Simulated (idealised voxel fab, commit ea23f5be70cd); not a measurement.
process module | voxel gate over fins
cross-section cut | 295 nm wide | cells 5 nm
A cross-section is a grid of square cells, given in bands from the top down. A band is one or more rows of cells.
Each band's line starts with the height of the band's top and of its bottom, in nm. Then come its materials from left to right, each with its width in nm. One material with "throughout" fills the band from edge to edge. "air" is empty space.
Height 0 is the level under which the wafer as received is all one material. The lowest band goes on downwards, as in "0 down".
A width such as "30 to 40" changes by the same amount from each row of cells to the next, from the band's top row to its bottom row.
"no change" after a step means that no cell of the cross-section changed.
closed voids: empty space of 8 cells or more with no open way to the top, each as width x height at its distance from the left edge, in nm
after a step's settings: what the simulator itself notes on the step
overlay nm, on a step with a mask: how far to the right of its planned place the mask lay; to the left if negative
plan
1 op RECEIVE | material Si
2 op CONFORMAL_DEP | material SiN | thk nm 10
3 op PATTERN | tone cover | mask id FINS | material resist | width nm 15 | pitch nm 45 | thk nm 15 | overlay nm 0
4 op DIRECTIONAL_ETCH | etch materials SiN | depth nm 10
5 op DIRECTIONAL_ETCH | etch materials Si | depth nm 40
6 op STRIP | etch materials resist
7 op OXIDIZE | depth nm 5
8 op FILL_DEP | material SiO2 | thk nm 15
9 op CMP | height nm 10
10 op SELECTIVE_ETCH | etch materials SiO2 | depth nm 25
11 op STRIP | etch materials SiN
12 op CONFORMAL_DEP | material HfO2 | thk nm 5
13 op CONFORMAL_DEP | material TiN | thk nm 5
14 op CONFORMAL_DEP | material TiAl | thk nm 5
15 op CONFORMAL_DEP | material TiN | thk nm 5
16 op FILL_DEP | material W | thk nm 15
17 op CMP | height nm 30
18 op CONFORMAL_DEP | material SiCN | thk nm 5
as received, after step 1
  0 down: Si throughout
  closed voids: none
a wafer at the end: this start, this plan, one mistake
  35 to 30: SiCN throughout
  30 to 15: W throughout
  15 to 10: W 60 | TiN 35 | W 10 | TiN 35 | W 10 | TiN 35 | W 10 | TiN 35 | W 65
  10 to 5: W 60 | TiN 5 | TiAl 25 | TiN 5 | W 10 | TiN 5 | TiAl 25 | TiN 5 | W 10 | TiN 5 | TiAl 25 | TiN 5 | W 10 | TiN 5 | TiAl 25 | TiN 5 | W 65
  5 to 0: W 60 | TiN 5 | TiAl 5 | HfO2 15 | TiAl 5 | TiN 5 | W 10 | TiN 5 | TiAl 5 | HfO2 15 | TiAl 5 | TiN 5 | W 10 | TiN 5 | TiAl 5 | HfO2 15 | TiAl 5 | TiN 5 | W 10 | TiN 5 | TiAl 5 | HfO2 15 | TiAl 5 | TiN 5 | W 65
  0 to -5: TiN 65 | TiAl 5 | HfO2 5 | Si 5 | HfO2 5 | TiAl 5 | TiN 20 | TiAl 5 | HfO2 5 | Si 5 | HfO2 5 | TiAl 5 | TiN 20 | TiAl 5 | HfO2 5 | Si 5 | HfO2 5 | TiAl 5 | TiN 20 | TiAl 5 | HfO2 5 | Si 5 | HfO2 5 | TiAl 5 | TiN 70
  -5 to -10: TiAl 70 | HfO2 5 | Si 5 | HfO2 5 | TiAl 30 | HfO2 5 | Si 5 | HfO2 5 | TiAl 30 | HfO2 5 | Si 5 | HfO2 5 | TiAl 30 | HfO2 5 | Si 5 | HfO2 5 | TiAl 75
  -10 to -15: HfO2 75 | Si 5 | HfO2 40 | Si 5 | HfO2 40 | Si 5 | HfO2 40 | Si 5 | HfO2 80
  -15 to -45: SiO2 75 | Si 5 | SiO2 40 | Si 5 | SiO2 40 | Si 5 | SiO2 40 | Si 5 | SiO2 80
  -45 down: Si throughout
  closed voids: none
what went wrong: step 13 was left out
